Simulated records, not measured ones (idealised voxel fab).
Title: Process Module voxel capacitor over wiring
Section shown: cut. Width: 285 nm. Cell size: 5 nm, square.
Heads up, the way a cross-section reads in here is a grid of square cells, handed over as bands from the top down, with every band being one or more rows of cells.
Quick guide to a band line: top height, bottom height (nm) up front; then every material left to right with its width in nm. Only one material and it's marked "all across"? Then it fills the band edge to edge. And "blank" just means empty space.
Heads up on the height convention: 0 is the point under which the incoming wafer is all one material, and the lowest band has no bottom, it just keeps going down, like "top 0, no bottom".
When a width is written as two numbers, as in "30..40", the first number is the width in the top row of cells of the band and the second is the width in its bottom row, and the width changes by the same amount from each row to the next.
It should be understood that the words "nothing altered", when stated for a given step, signify that the cross-section underwent no change in any of its cells during that step.
The entry titled "Enclosed void listing" provides the empty spaces that have no open way to the top, restricted to those of 8 cells or more. Each is presented as width x height at distance, the distance being measured from the left edge, with all three in nm.
What comes after the settings on a step's line is commentary from the simulator itself on that step.
overlay nm: where the mask lay relative to plan, measured to the right, on steps with a mask; negatives go left.
[The steps planned for the process are as follows]
1,RECEIVE with material Si
2,CONFORMAL_DEP with material SiO2, thk nm 15
3,CONFORMAL_DEP with material SiN, thk nm 5
4,DIRECTIONAL_DEP with material SiO2, thk nm 20
5,MASKED_ETCH with tone open, mask id METAL_1, width nm 25, pitch nm 80, etch materials SiO2, depth nm 20, overlay nm 0
6,MASKED_ETCH with tone open, mask id METAL_1, width nm 25, pitch nm 80, etch materials SiN, depth nm 5, overlay nm 0
7,CONFORMAL_DEP with material TiN, thk nm 5
8,FILL_DEP with material W, thk nm 5
9,CMP with height nm 40
10,CONFORMAL_DEP with material SiCN, thk nm 5
11,DIRECTIONAL_DEP with material SiO2, thk nm 20
12,PATTERN with tone open, mask id PLUG_1, material resist, width nm 15, thk nm 20, overlay nm 0
13,DIRECTIONAL_ETCH with etch materials SiO2, depth nm 20
14,DIRECTIONAL_ETCH with etch materials SiCN, depth nm 5
15,STRIP with etch materials resist
16,CONFORMAL_DEP with material TiN, thk nm 5
17,FILL_DEP with material Ru, thk nm 10
18,CMP with height nm 65
19,DIRECTIONAL_DEP with material TiN, thk nm 5
20,DIRECTIONAL_DEP with material HfO2, thk nm 5
21,DIRECTIONAL_DEP with material TiN, thk nm 5
22,DIRECTIONAL_DEP with material aC, thk nm 15
23,PATTERN with tone cover, mask id UPPER_PLATE, material resist, width nm 60, thk nm 35, overlay nm 0
24,DIRECTIONAL_ETCH with etch materials aC, depth nm 15
25,STRIP with etch materials resist
26,DIRECTIONAL_ETCH with etch materials TiN, depth nm 5
27,DIRECTIONAL_ETCH with etch materials HfO2, depth nm 5
28,STRIP with etch materials aC
29,DIRECTIONAL_DEP with material aC, thk nm 15
30,PATTERN with tone cover, mask id LOWER_PLATE, material resist, width nm 70, thk nm 30, overlay nm 0
31,DIRECTIONAL_ETCH with etch materials aC, depth nm 15
32,STRIP with etch materials resist
33,DIRECTIONAL_ETCH with etch materials TiN, depth nm 5
34,STRIP with etch materials aC
35,FILL_DEP with material SiO2, thk nm 20
36,CMP with height nm 95
37,PATTERN with tone open, mask id PLUG_2, material resist, width nm 15, thk nm 20, overlay nm 0
38,DIRECTIONAL_ETCH with etch materials SiO2, depth nm 15
39,STRIP with etch materials resist
40,CONFORMAL_DEP with material TiN, thk nm 5
41,FILL_DEP with material Cu, thk nm 10
42,CMP with height nm 95
43,CONFORMAL_DEP with material SiN, thk nm 5
[Received-state cross-section, reflecting completion of step 1]
  top 0, no bottom | Si all across
  Enclosed void listing: none
[End-of-module XS, first of two wafers, run as planned]
  top 100, bottom 95 | SiN all across
  top 95, bottom 85 | SiO2 (110), then TiN (5), then Cu (5), then TiN (5), then SiO2 (160)
  top 85, bottom 75 | SiO2 (110..100), then TiN (15..60), then SiO2 (160..125)
  top 75, bottom 70 | SiO2 (100), then HfO2 (60), then SiO2 (125)
  top 70, bottom 65 | SiO2 (95), then TiN (70), then SiO2 (120)
  top 65, bottom 45 | SiO2 (100), then TiN (5), then Ru (5), then TiN (5), then SiO2 (170)
  top 45, bottom 40 | SiCN (100), then TiN (15), then SiCN (170)
  top 40, bottom 20 | SiO2 (90), then TiN (5), then W (15), then TiN (5), then SiO2 (55), then TiN (5), then W (15), then TiN (5), then SiO2 (90)
  top 20, bottom 15 | SiN (90), then TiN (25), then SiN (55), then TiN (25), then SiN (90)
  top 15, bottom 0 | SiO2 all across
  top 0, no bottom | Si all across
  Enclosed void listing: none
[This cross-section belongs to the second wafer of two at the end of the module; the start and the plan were shared with the first, and the run included one mistake]
  top 100, bottom 95 | SiN all across
  top 95, bottom 85 | SiO2 (110), then TiN (5), then Cu (5), then TiN (5), then SiO2 (160)
  top 85, bottom 75 | SiO2 (110..95), then TiN (15..70), then SiO2 (160..120)
  top 75, bottom 70 | SiO2 (95), then HfO2 (70), then SiO2 (120)
  top 70, bottom 65 | SiO2 (95), then TiN (70), then SiO2 (120)
  top 65, bottom 45 | SiO2 (100), then TiN (5), then Ru (5), then TiN (5), then SiO2 (170)
  top 45, bottom 40 | SiCN (100), then TiN (15), then SiCN (170)
  top 40, bottom 20 | SiO2 (90), then TiN (5), then W (15), then TiN (5), then SiO2 (55), then TiN (5), then W (15), then TiN (5), then SiO2 (90)
  top 20, bottom 15 | SiN (90), then TiN (25), then SiN (55), then TiN (25), then SiN (90)
  top 15, bottom 0 | SiO2 all across
  top 0, no bottom | Si all across
  Enclosed void listing: none
Which mistake was made when the wafer was run? step 23 went in with a setting other than planned; the actual run was PATTERN with tone cover, mask id UPPER_PLATE, material resist, width nm 70, thk nm 35, overlay nm 0
FYI, end of process, the second wafer has more or fewer cells of some materials than the first: +2 HfO2, -4 SiO2, +2 TiN
